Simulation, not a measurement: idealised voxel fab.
The document below concerns the process module designated voxel plated lines.
In the cross-section labelled cut, the width is 200 nm and each square cell is 5 nm.
A cross-section is a grid of square cells, given in bands from the top down. A band is one or more rows of cells. Band: top and bottom heights (nm) first, top before bottom; then materials from left to right, widths in nm. "full width" marks a sole material filling the band edge to edge. "empty" denotes empty space. Height reference: 0 = level under which incoming wafer is all one material. Lowest band: no bottom, runs on downward, e.g. "0..down". Width spec "30..40" -> top row of cells at first value, bottom row at second value, equal per-row change in between. Where the words "nothing different" appear for a step, the cross-section shows no cell changed by that step; every cell remained as before. Basically, "Enclosed void list" tells you about the enclosed voids: empty spaces with no open way to the top, 8 cells or bigger, each written width x height at distance, where distance is from the left edge, all in nm. Text after the settings on a step's line: the simulator's own remark on that step. The setting "overlay nm" may be written on the line of a step. When the step uses a mask, the value reports how far to the right of the planned place the mask lay, and a negative value reports that it lay to the left. Structure of the following material. The material consists of pairs of cross-sections. Each pair comprises the cross-section before one process step and the cross-section after that step, the latter shown only down to the lowest band that changed. The step between the cross-sections is specified beneath each pair, including its settings. Pairs are not necessarily consecutive: they may derive from different runs of this module performed on the same starting wafer. Continuity with the pair above is to be assumed only where the entry headed "State on entry" of the pair in question states it.

State on entry:
	0..down | Si full width
	Enclosed void list: none

Result of Step:
	10..0 | Al2O3 full width
	Anything lower than 0 is untouched.
	Enclosed void list: none
The step carried out between the cross-section before it and the cross-section after it, both shown above, is CONFORMAL_DEP (material Al2O3; thk nm 10)

State on entry: just use the after drawing of the pair above as your starting point.

Result of Step:
	15..10 | TiN full width
	Anything lower than 10 is untouched.
	Enclosed void list: none
The step carried out between the cross-section before it and the cross-section after it, both shown above, is DIRECTIONAL_DEP (material TiN; thk nm 5)

State on entry: just use the after drawing of the pair above as your starting point.

Result of Step:
	50..15 | resist=60  empty=25  resist=30  empty=25  resist=60
	Anything lower than 15 is untouched.
	Enclosed void list: none
The step carried out between the cross-section before it and the cross-section after it, both shown above, is PATTERN (tone open; mask id LINES; material resist; width nm 25; pitch nm 55; thk nm 35; overlay nm 0)

State on entry: just use the after drawing of the pair above as your starting point.

Result of Step:
	50..25 | resist=60  empty=25  resist=30  empty=25  resist=60
	25..15 | resist=60  Ru=25  resist=30  Ru=25  resist=60
	Anything lower than 15 is untouched.
	Enclosed void list: none
The step carried out between the cross-section before it and the cross-section after it, both shown above, is EPI (material Ru; thk nm 10)

State on entry: just use the after drawing of the pair above as your starting point.

Result of Step:
	50..30 | resist=60  empty=25  resist=30  empty=25  resist=60
	30..15 | resist=60  Ru=25  resist=30  Ru=25  resist=60
	Anything lower than 15 is untouched.
	Enclosed void list: none
The step carried out between the cross-section before it and the cross-section after it, both shown above, is EPI (material Ru; thk nm 5)

State on entry: just use the after drawing of the pair above as your starting point.

Result of Step:
	50..35 | resist=60  empty=25  resist=30  empty=25  resist=60
	35..15 | resist=60  Ru=25  resist=30  Ru=25  resist=60
	Anything lower than 15 is untouched.
	Enclosed void list: none
The step carried out between the cross-section before it and the cross-section after it, both shown above, is EPI (material Ru; thk nm 5)

State on entry: just use the after drawing of the pair above as your starting point.

Result of Step:
	35..15 | empty=60  Ru=25  empty=30  Ru=25  empty=60
	Anything lower than 15 is untouched.
	Enclosed void list: none
The step carried out between the cross-section before it and the cross-section after it, both shown above, is STRIP (etch materials resist)

State on entry: just use the after drawing of the pair above as your starting point.

Result of Step:
	35..15 | empty=60  Ru=25  empty=30  Ru=25  empty=60
	15..10 | empty=60  TiN=25  empty=30  TiN=25  empty=60
	Anything lower than 10 is untouched.
	Enclosed void list: none
The step carried out between the cross-section before it and the cross-section after it, both shown above, is DIRECTIONAL_ETCH (etch materials TiN; depth nm 5)

State on entry: just use the after drawing of the pair above as your starting point.

Result of Step:
	45..35 | empty=50  SiN=45  empty=10  SiN=45  empty=50
	35..20 | empty=50  SiN=10  Ru=25  SiN=10  empty=10  SiN=10  Ru=25  SiN=10  empty=50
	20..15 | SiN=60  Ru=25  SiN=30  Ru=25  SiN=60
	15..10 | SiN=60  TiN=25  SiN=30  TiN=25  SiN=60
	Anything lower than 10 is untouched.
	Enclosed void list: none
The step carried out between the cross-section before it and the cross-section after it, both shown above, is CONFORMAL_DEP (material SiN; thk nm 10)

State on entry:
	50..15 | resist=60  empty=25  resist=30  empty=25  resist=60
	15..10 | TiN full width
	10..0 | Al2O3 full width
	0..down | Si full width
	Enclosed void list: none

Result of Step:
	50..20 | resist=60  empty=25  resist=30  empty=25  resist=60
	20..15 | resist=60  Ru=25  resist=30  Ru=25  resist=60
	Anything lower than 15 is untouched.
	Enclosed void list: none
The step carried out between the cross-section before it and the cross-section after it, both shown above, is EPI (material Ru; thk nm 5)

State on entry: just use the after drawing of the pair above as your starting point.

Result of Step:
	50..25 | resist=60  empty=25  resist=30  empty=25  resist=60
	25..15 | resist=60  Ru=25  resist=30  Ru=25  resist=60
	Anything lower than 15 is untouched.
	Enclosed void list: none
The step carried out between the cross-section before it and the cross-section after it, both shown above, is EPI (material Ru; thk nm 5)

State on entry: just use the after drawing of the pair above as your starting point.

Result of Step:
	25..15 | empty=60  Ru=25  empty=30  Ru=25  empty=60
	Anything lower than 15 is untouched.
	Enclosed void list: none
The step carried out between the cross-section before it and the cross-section after it, both shown above, is STRIP (etch materials resist)

State on entry: just use the after drawing of the pair above as your starting point.

Result of Step:
	25..15 | empty=60  Ru=25  empty=30  Ru=25  empty=60
	15..10 | empty=60  TiN=25  empty=30  TiN=25  empty=60
	Anything lower than 10 is untouched.
	Enclosed void list: none
The step carried out between the cross-section before it and the cross-section after it, both shown above, is DIRECTIONAL_ETCH (etch materials TiN; depth nm 5)

State on entry: just use the after drawing of the pair above as your starting point.

Result of Step:
	35..25 | empty=50  SiN=45  empty=10  SiN=45  empty=50
	25..20 | empty=50  SiN=10  Ru=25  SiN=10  empty=10  SiN=10  Ru=25  SiN=10  empty=50
	20..15 | SiN=60  Ru=25  SiN=30  Ru=25  SiN=60
	15..10 | SiN=60  TiN=25  SiN=30  TiN=25  SiN=60
	Anything lower than 10 is untouched.
	Enclosed void list: none
The step carried out between the cross-section before it and the cross-section after it, both shown above, is CONFORMAL_DEP (material SiN; thk nm 10)

State on entry:
	50..25 | resist=60  empty=25  resist=30  empty=25  resist=60
	25..15 | resist=60  Ru=25  resist=30  Ru=25  resist=60
	15..10 | TiN full width
	10..0 | Al2O3 full width
	0..down | Si full width
	Enclosed void list: none

Result of Step:
	50..35 | resist=60  empty=25  resist=30  empty=25  resist=60
	35..15 | resist=60  Ru=25  resist=30  Ru=25  resist=60
	Anything lower than 15 is untouched.
	Enclosed void list: none
The step carried out between the cross-section before it and the cross-section after it, both shown above, is EPI (material Ru; thk nm 10)

State on entry: just use the after drawing of the pair above as your starting point.

Result of Step:
	50..40 | resist=60  empty=25  resist=30  empty=25  resist=60
	40..15 | resist=60  Ru=25  resist=30  Ru=25  resist=60
	Anything lower than 15 is untouched.
	Enclosed void list: none
The step carried out between the cross-section before it and the cross-section after it, both shown above, is EPI (material Ru; thk nm 5)

State on entry: just use the after drawing of the pair above as your starting point.

Result of Step:
	50..45 | resist=60  empty=25  resist=30  empty=25  resist=60
	45..15 | resist=60  Ru=25  resist=30  Ru=25  resist=60
	Anything lower than 15 is untouched.
	Enclosed void list: none
The step carried out between the cross-section before it and the cross-section after it, both shown above, is EPI (material Ru; thk nm 5)

State on entry: just use the after drawing of the pair above as your starting point.

Result of Step:
	45..15 | empty=60  Ru=25  empty=30  Ru=25  empty=60
	Anything lower than 15 is untouched.
	Enclosed void list: none
The step carried out between the cross-section before it and the cross-section after it, both shown above, is STRIP (etch materials resist)

State on entry: just use the after drawing of the pair above as your starting point.

Result of Step:
	45..15 | empty=60  Ru=25  empty=30  Ru=25  empty=60
	15..10 | empty=60  TiN=25  empty=30  TiN=25  empty=60
	Anything lower than 10 is untouched.
	Enclosed void list: none
The step carried out between the cross-section before it and the cross-section after it, both shown above, is DIRECTIONAL_ETCH (etch materials TiN; depth nm 5)

State on entry: just use the after drawing of the pair above as your starting point.

Result of Step:
	55..45 | empty=50  SiN=45  empty=10  SiN=45  empty=50
	45..20 | empty=50  SiN=10  Ru=25  SiN=10  empty=10  SiN=10  Ru=25  SiN=10  empty=50
	20..15 | SiN=60  Ru=25  SiN=30  Ru=25  SiN=60
	15..10 | SiN=60  TiN=25  SiN=30  TiN=25  SiN=60
	Anything lower than 10 is untouched.
	Enclosed void list: none
The step carried out between the cross-section before it and the cross-section after it, both shown above, is CONFORMAL_DEP (material SiN; thk nm 10)

State on entry:
	15..10 | TiN full width
	10..0 | Al2O3 full width
	0..down | Si full width
	Enclosed void list: none

Result of Step:
	25..15 | Ru full width
	Anything lower than 15 is untouched.
	Enclosed void list: none
The step carried out between the cross-section before it and the cross-section after it, both shown above, is EPI (material Ru; thk nm 10)

State on entry: just use the after drawing of the pair above as your starting point.

Result of Step:
	60..25 | resist=60  empty=25  resist=30  empty=25  resist=60
	Anything lower than 25 is untouched.
	Enclosed void list: none
The step carried out between the cross-section before it and the cross-section after it, both shown above, is PATTERN (tone open; mask id LINES; material resist; width nm 25; pitch nm 55; thk nm 35; overlay nm 0)

State on entry: just use the after drawing of the pair above as your starting point.

Result of Step:
	60..30 | resist=60  empty=25  resist=30  empty=25  resist=60
	30..25 | resist=60  Ru=25  resist=30  Ru=25  resist=60
	Anything lower than 25 is untouched.
	Enclosed void list: none
The step carried out between the cross-section before it and the cross-section after it, both shown above, is EPI (material Ru; thk nm 5)

State on entry: just use the after drawing of the pair above as your starting point.

Result of Step:
	60..35 | resist=60  empty=25  resist=30  empty=25  resist=60
	35..25 | resist=60  Ru=25  resist=30  Ru=25  resist=60
	Anything lower than 25 is untouched.
	Enclosed void list: none
The step carried out between the cross-section before it and the cross-section after it, both shown above, is EPI (material Ru; thk nm 5)

State on entry: just use the after drawing of the pair above as your starting point.

Result of Step:
	35..25 | empty=60  Ru=25  empty=30  Ru=25  empty=60
	Anything lower than 25 is untouched.
	Enclosed void list: none
The step carried out between the cross-section before it and the cross-section after it, both shown above, is STRIP (etch materials resist)

State on entry: just use the after drawing of the pair above as your starting point.

Result of Step:
	45..35 | empty=50  SiN=45  empty=10  SiN=45  empty=50
	35..25 | SiN=60  Ru=25  SiN=30  Ru=25  SiN=60
	Anything lower than 25 is untouched.
	Enclosed void list: none
The step carried out between the cross-section before it and the cross-section after it, both shown above, is CONFORMAL_DEP (material SiN; thk nm 10)

State on entry:
	0..down | Si full width
	Enclosed void list: none

Result of Step:
	5..0 | Al2O3 full width
	Anything lower than 0 is untouched.
	Enclosed void list: none
The step carried out between the cross-section before it and the cross-section after it, both shown above, is CONFORMAL_DEP (material Al2O3; thk nm 5)

State on entry: just use the after drawing of the pair above as your starting point.

Result of Step:
	10..5 | TiN full width
	Anything lower than 5 is untouched.
	Enclosed void list: none
The step carried out between the cross-section before it and the cross-section after it, both shown above, is DIRECTIONAL_DEP (material TiN; thk nm 5)

State on entry: just use the after drawing of the pair above as your starting point.

Result of Step:
	45..10 | resist=60  empty=25  resist=30  empty=25  resist=60
	Anything lower than 10 is untouched.
	Enclosed void list: none
The step carried out between the cross-section before it and the cross-section after it, both shown above, is PATTERN (tone open; mask id LINES; material resist; width nm 25; pitch nm 55; thk nm 35; overlay nm 0)

State on entry: just use the after drawing of the pair above as your starting point.

Result of Step:
	45..20 | resist=60  empty=25  resist=30  empty=25  resist=60
	20..10 | resist=60  Ru=25  resist=30  Ru=25  resist=60
	Anything lower than 10 is untouched.
	Enclosed void list: none
The step carried out between the cross-section before it and the cross-section after it, both shown above, is EPI (material Ru; thk nm 10)

State on entry: just use the after drawing of the pair above as your starting point.

Result of Step:
	45..25 | resist=60  empty=25  resist=30  empty=25  resist=60
	25..10 | resist=60  Ru=25  resist=30  Ru=25  resist=60
	Anything lower than 10 is untouched.
	Enclosed void list: none
The step carried out between the cross-section before it and the cross-section after it, both shown above, is EPI (material Ru; thk nm 5)

State on entry: just use the after drawing of the pair above as your starting point.

Result of Step:
	45..30 | resist=60  empty=25  resist=30  empty=25  resist=60
	30..10 | resist=60  Ru=25  resist=30  Ru=25  resist=60
	Anything lower than 10 is untouched.
	Enclosed void list: none
The step carried out between the cross-section before it and the cross-section after it, both shown above, is EPI (material Ru; thk nm 5)

State on entry: just use the after drawing of the pair above as your starting point.

Result of Step:
	30..10 | empty=60  Ru=25  empty=30  Ru=25  empty=60
	Anything lower than 10 is untouched.
	Enclosed void list: none
The step carried out between the cross-section before it and the cross-section after it, both shown above, is STRIP (etch materials resist)

State on entry: just use the after drawing of the pair above as your starting point.

Result of Step:
	30..10 | empty=60  Ru=25  empty=30  Ru=25  empty=60
	10..5 | empty=60  TiN=25  empty=30  TiN=25  empty=60
	Anything lower than 5 is untouched.
	Enclosed void list: none
The step carried out between the cross-section before it and the cross-section after it, both shown above, is DIRECTIONAL_ETCH (etch materials TiN; depth nm 5)

State on entry: just use the after drawing of the pair above as your starting point.

Result of Step:
	40..30 | empty=50  SiN=45  empty=10  SiN=45  empty=50
	30..15 | empty=50  SiN=10  Ru=25  SiN=10  empty=10  SiN=10  Ru=25  SiN=10  empty=50
	15..10 | SiN=60  Ru=25  SiN=30  Ru=25  SiN=60
	10..5 | SiN=60  TiN=25  SiN=30  TiN=25  SiN=60
	Anything lower than 5 is untouched.
	Enclosed void list: none
The step carried out between the cross-section before it and the cross-section after it, both shown above, is CONFORMAL_DEP (material SiN; thk nm 10)

State on entry:
	15..10 | TiN full width
	10..0 | Al2O3 full width
	0..down | Si full width
	Enclosed void list: none

Result of Step:
	50..15 | resist=60  empty=30  resist=25  empty=30  resist=55
	Anything lower than 15 is untouched.
	Enclosed void list: none
The step carried out between the cross-section before it and the cross-section after it, both shown above, is PATTERN (tone open; mask id LINES; material resist; width nm 30; pitch nm 55; thk nm 35; overlay nm 0)

State on entry: just use the after drawing of the pair above as your starting point.

Result of Step:
	50..25 | resist=60  empty=30  resist=25  empty=30  resist=55
	25..15 | resist=60  Ru=30  resist=25  Ru=30  resist=55
	Anything lower than 15 is untouched.
	Enclosed void list: none
The step carried out between the cross-section before it and the cross-section after it, both shown above, is EPI (material Ru; thk nm 10)

State on entry: just use the after drawing of the pair above as your starting point.

Result of Step:
	50..30 | resist=60  empty=30  resist=25  empty=30  resist=55
	30..15 | resist=60  Ru=30  resist=25  Ru=30  resist=55
	Anything lower than 15 is untouched.
	Enclosed void list: none
The step carried out between the cross-section before it and the cross-section after it, both shown above, is EPI (material Ru; thk nm 5)

State on entry: just use the after drawing of the pair above as your starting point.

Result of Step:
	50..35 | resist=60  empty=30  resist=25  empty=30  resist=55
	35..15 | resist=60  Ru=30  resist=25  Ru=30  resist=55
	Anything lower than 15 is untouched.
	Enclosed void list: none
The step carried out between the cross-section before it and the cross-section after it, both shown above, is EPI (material Ru; thk nm 5)

State on entry: just use the after drawing of the pair above as your starting point.

Result of Step:
	35..15 | empty=60  Ru=30  empty=25  Ru=30  empty=55
	Anything lower than 15 is untouched.
	Enclosed void list: none
The step carried out between the cross-section before it and the cross-section after it, both shown above, is STRIP (etch materials resist)

State on entry: just use the after drawing of the pair above as your starting point.

Result of Step:
	35..15 | empty=60  Ru=30  empty=25  Ru=30  empty=55
	15..10 | empty=60  TiN=30  empty=25  TiN=30  empty=55
	Anything lower than 10 is untouched.
	Enclosed void list: none
The step carried out between the cross-section before it and the cross-section after it, both shown above, is DIRECTIONAL_ETCH (etch materials TiN; depth nm 5)

State on entry: just use the after drawing of the pair above as your starting point.

Result of Step:
	45..35 | empty=50  SiN=50  empty=5  SiN=50  empty=45
	35..20 | empty=50  SiN=10  Ru=30  SiN=10  empty=5  SiN=10  Ru=30  SiN=10  empty=45
	20..15 | SiN=60  Ru=30  SiN=25  Ru=30  SiN=55
	15..10 | SiN=60  TiN=30  SiN=25  TiN=30  SiN=55
	Anything lower than 10 is untouched.
	Enclosed void list: none
The step carried out between the cross-section before it and the cross-section after it, both shown above, is CONFORMAL_DEP (material SiN; thk nm 10)

State on entry:
	15..10 | TiN full width
	10..0 | Al2O3 full width
	0..down | Si full width
	Enclosed void list: none

Result of Step:
	50..15 | resist=55  empty=25  resist=30  empty=25  resist=65
	Anything lower than 15 is untouched.
	Enclosed void list: none
The step carried out between the cross-section before it and the cross-section after it, both shown above, is PATTERN (tone open; mask id LINES; material resist; width nm 25; pitch nm 55; thk nm 35; overlay nm -5)

State on entry: just use the after drawing of the pair above as your starting point.

Result of Step:
	50..25 | resist=55  empty=25  resist=30  empty=25  resist=65
	25..15 | resist=55  Ru=25  resist=30  Ru=25  resist=65
	Anything lower than 15 is untouched.
	Enclosed void list: none
The step carried out between the cross-section before it and the cross-section after it, both shown above, is EPI (material Ru; thk nm 10)

State on entry: just use the after drawing of the pair above as your starting point.

Result of Step:
	50..30 | resist=55  empty=25  resist=30  empty=25  resist=65
	30..15 | resist=55  Ru=25  resist=30  Ru=25  resist=65
	Anything lower than 15 is untouched.
	Enclosed void list: none
The step carried out between the cross-section before it and the cross-section after it, both shown above, is EPI (material Ru; thk nm 5)

State on entry: just use the after drawing of the pair above as your starting point.

Result of Step:
	50..35 | resist=55  empty=25  resist=30  empty=25  resist=65
	35..15 | resist=55  Ru=25  resist=30  Ru=25  resist=65
	Anything lower than 15 is untouched.
	Enclosed void list: none
The step carried out between the cross-section before it and the cross-section after it, both shown above, is EPI (material Ru; thk nm 5)

State on entry: just use the after drawing of the pair above as your starting point.

Result of Step:
	35..15 | empty=55  Ru=25  empty=30  Ru=25  empty=65
	Anything lower than 15 is untouched.
	Enclosed void list: none
The step carried out between the cross-section before it and the cross-section after it, both shown above, is STRIP (etch materials resist)

State on entry: just use the after drawing of the pair above as your starting point.

Result of Step:
	35..15 | empty=55  Ru=25  empty=30  Ru=25  empty=65
	15..10 | empty=55  TiN=25  empty=30  TiN=25  empty=65
	Anything lower than 10 is untouched.
	Enclosed void list: none
The step carried out between the cross-section before it and the cross-section after it, both shown above, is DIRECTIONAL_ETCH (etch materials TiN; depth nm 5)

State on entry: just use the after drawing of the pair above as your starting point.

Result of Step:
	45..35 | empty=45  SiN=45  empty=10  SiN=45  empty=55
	35..20 | empty=45  SiN=10  Ru=25  SiN=10  empty=10  SiN=10  Ru=25  SiN=10  empty=55
	20..15 | SiN=55  Ru=25  SiN=30  Ru=25  SiN=65
	15..10 | SiN=55  TiN=25  SiN=30  TiN=25  SiN=65
	Anything lower than 10 is untouched.
	Enclosed void list: none
The step carried out between the cross-section before it and the cross-section after it, both shown above, is CONFORMAL_DEP (material SiN; thk nm 10)

State on entry:
	0..down | Si full width
	Enclosed void list: none

Result of Step:
	10..0 | SiN full width
	Anything lower than 0 is untouched.
	Enclosed void list: none
The step carried out between the cross-section before it and the cross-section after it, both shown above, is CONFORMAL_DEP (material SiN; thk nm 10)

State on entry: just use the after drawing of the pair above as your starting point.

Result of Step:
	15..10 | TiN full width
	Anything lower than 10 is untouched.
	Enclosed void list: none
The step carried out between the cross-section before it and the cross-section after it, both shown above, is DIRECTIONAL_DEP (material TiN; thk nm 5)

State on entry: just use the after drawing of the pair above as your starting point.

Result of Step:
	50..15 | resist=60  empty=25  resist=30  empty=25  resist=60
	Anything lower than 15 is untouched.
	Enclosed void list: none
The step carried out between the cross-section before it and the cross-section after it, both shown above, is PATTERN (tone open; mask id LINES; material resist; width nm 25; pitch nm 55; thk nm 35; overlay nm 0)

State on entry: just use the after drawing of the pair above as your starting point.

Result of Step:
	50..25 | resist=60  empty=25  resist=30  empty=25  resist=60
	25..15 | resist=60  Ru=25  resist=30  Ru=25  resist=60
	Anything lower than 15 is untouched.
	Enclosed void list: none
The step carried out between the cross-section before it and the cross-section after it, both shown above, is EPI (material Ru; thk nm 10)

State on entry: just use the after drawing of the pair above as your starting point.

Result of Step:
	50..30 | resist=60  empty=25  resist=30  empty=25  resist=60
	30..15 | resist=60  Ru=25  resist=30  Ru=25  resist=60
	Anything lower than 15 is untouched.
	Enclosed void list: none
The step carried out between the cross-section before it and the cross-section after it, both shown above, is EPI (material Ru; thk nm 5)

State on entry: just use the after drawing of the pair above as your starting point.

Result of Step:
	50..35 | resist=60  empty=25  resist=30  empty=25  resist=60
	35..15 | resist=60  Ru=25  resist=30  Ru=25  resist=60
	Anything lower than 15 is untouched.
	Enclosed void list: none
The step carried out between the cross-section before it and the cross-section after it, both shown above, is EPI (material Ru; thk nm 5)

State on entry: just use the after drawing of the pair above as your starting point.

Result of Step:
	35..15 | empty=60  Ru=25  empty=30  Ru=25  empty=60
	Anything lower than 15 is untouched.
	Enclosed void list: none
The step carried out between the cross-section before it and the cross-section after it, both shown above, is STRIP (etch materials resist)

State on entry: just use the after drawing of the pair above as your starting point.

Result of Step:
	35..15 | empty=60  Ru=25  empty=30  Ru=25  empty=60
	15..10 | empty=60  TiN=25  empty=30  TiN=25  empty=60
	Anything lower than 10 is untouched.
	Enclosed void list: none
The step carried out between the cross-section before it and the cross-section after it, both shown above, is DIRECTIONAL_ETCH (etch materials TiN; depth nm 5)

State on entry: just use the after drawing of the pair above as your starting point.

Result of Step:
	45..35 | empty=50  SiN=45  empty=10  SiN=45  empty=50
	35..20 | empty=50  SiN=10  Ru=25  SiN=10  empty=10  SiN=10  Ru=25  SiN=10  empty=50
	20..15 | SiN=60  Ru=25  SiN=30  Ru=25  SiN=60
	15..10 | SiN=60  TiN=25  SiN=30  TiN=25  SiN=60
	Anything lower than 10 is untouched.
	Enclosed void list: none
The step carried out between the cross-section before it and the cross-section after it, both shown above, is CONFORMAL_DEP (material SiN; thk nm 10)

State on entry:
	15..10 | TiN full width
	10..0 | Al2O3 full width
	0..down | Si full width
	Enclosed void list: none

Result of Step:
	50..15 | empty=60  resist=25  empty=30  resist=25  empty=60
	Anything lower than 15 is untouched.
	Enclosed void list: none
The step carried out between the cross-section before it and the cross-section after it, both shown above, is PATTERN (tone cover; mask id LINES; material resist; width nm 25; pitch nm 55; thk nm 35; overlay nm 0)

State on entry: just use the after drawing of the pair above as your starting point.

Result of Step:
	50..25 | empty=60  resist=25  empty=30  resist=25  empty=60
	25..15 | Ru=60  resist=25  Ru=30  resist=25  Ru=60
	Anything lower than 15 is untouched.
	Enclosed void list: none
The step carried out between the cross-section before it and the cross-section after it, both shown above, is EPI (material Ru; thk nm 10)

State on entry: just use the after drawing of the pair above as your starting point.

Result of Step:
	50..30 | empty=60  resist=25  empty=30  resist=25  empty=60
	30..15 | Ru=60  resist=25  Ru=30  resist=25  Ru=60
	Anything lower than 15 is untouched.
	Enclosed void list: none
The step carried out between the cross-section before it and the cross-section after it, both shown above, is EPI (material Ru; thk nm 5)

State on entry: just use the after drawing of the pair above as your starting point.

Result of Step:
	50..35 | empty=60  resist=25  empty=30  resist=25  empty=60
	35..15 | Ru=60  resist=25  Ru=30  resist=25  Ru=60
	Anything lower than 15 is untouched.
	Enclosed void list: none
The step carried out between the cross-section before it and the cross-section after it, both shown above, is EPI (material Ru; thk nm 5)

State on entry: just use the after drawing of the pair above as your starting point.

Result of Step:
	35..15 | Ru=60  empty=25  Ru=30  empty=25  Ru=60
	Anything lower than 15 is untouched.
	Enclosed void list: none
The step carried out between the cross-section before it and the cross-section after it, both shown above, is STRIP (etch materials resist)

State on entry: just use the after drawing of the pair above as your starting point.

Result of Step:
	35..15 | Ru=60  empty=25  Ru=30  empty=25  Ru=60
	15..10 | TiN=60  empty=25  TiN=30  empty=25  TiN=60
	Anything lower than 10 is untouched.
	Enclosed void list: none
The step carried out between the cross-section before it and the cross-section after it, both shown above, is DIRECTIONAL_ETCH (etch materials TiN; depth nm 5)

State on entry: just use the after drawing of the pair above as your starting point.

Result of Step:
	45..35 | SiN=70  empty=5  SiN=50  empty=5  SiN=70
	35..20 | Ru=60  SiN=10  empty=5  SiN=10  Ru=30  SiN=10  empty=5  SiN=10  Ru=60
	20..15 | Ru=60  SiN=25  Ru=30  SiN=25  Ru=60
	15..10 | TiN=60  SiN=25  TiN=30  SiN=25  TiN=60
	Anything lower than 10 is untouched.
	Enclosed void list: none
The step carried out between the cross-section before it and the cross-section after it, both shown above, is CONFORMAL_DEP (material SiN; thk nm 10)
